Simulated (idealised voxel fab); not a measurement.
The name of this process module is voxel spacer lines.
Square cells of 5 nm make up the cross-section cut, whose width is 195 nm.
Bands, listed from the top down, are how a cross-section gets written in this document; the cross-section itself is a grid of square cells, and a band is one or more rows of them.
Top height, bottom height, nm. Materials left to right, width each, nm. Single material + "everywhere" = fills band edge to edge. "empty" = empty.
Convention: height 0 is the level below which the wafer, as received, is all one material. The lowest band does not terminate at the bottom but continues downward, represented as "0 -> down".
The notation "30->40" denotes a width that varies across the rows of cells in the band, beginning at the first number in the top row, finishing at the second number in the bottom row, and changing by an identical amount from each row to the next.
"all unchanged" for a step: no cell of the cross-section changed in that step.
You'll see "Fully enclosed voids" listing empty spaces that have no way open to the top, as long as they're 8 cells or more; the notation is width x height at distance, where the distance is from the left edge, and all of it is in nm.
What comes after the settings on a step's line is commentary from the simulator itself on that step.
overlay nm: right-of-plan distance of the mask on a masked step; negative values mean left-of-plan.
[The planned process steps are enumerated hereunder]
1. RECEIVE: material Si
2. CONFORMAL_DEP: material Al2O3, thk nm 10
3. DIRECTIONAL_DEP: material W, thk nm 15
4. DIRECTIONAL_DEP: material polySi, thk nm 25
5. PATTERN: tone cover, mask id MANDREL, material resist, width nm 20, pitch nm 60, thk nm 30, overlay nm 0
6. DIRECTIONAL_ETCH: etch materials polySi, depth nm 25
7. STRIP: etch materials resist
8. CONFORMAL_DEP: material SiO2, thk nm 10
9. DIRECTIONAL_ETCH: etch materials SiO2, depth nm 10
10. STRIP: etch materials polySi
11. DIRECTIONAL_ETCH: etch materials W, depth nm 15
12. STRIP: etch materials SiO2
[Incoming wafer, cross-sectional view, post step 1]
	0 -> down | Si everywhere
	Fully enclosed voids: none
[Final cross-section, module run with one mistake (start and plan as above)]
	25 -> 10 | empty (25)  W (20)  empty (40)  W (20)  empty (40)  W (20)  empty (30)
	10 -> 0 | Al2O3 everywhere
	0 -> down | Si everywhere
	Fully enclosed voids: none
Nonconformance to the process plan: contrary to plan, step 5 was performed as PATTERN: tone open, mask id MANDREL, material resist, width nm 20, pitch nm 60, thk nm 30, overlay nm 0
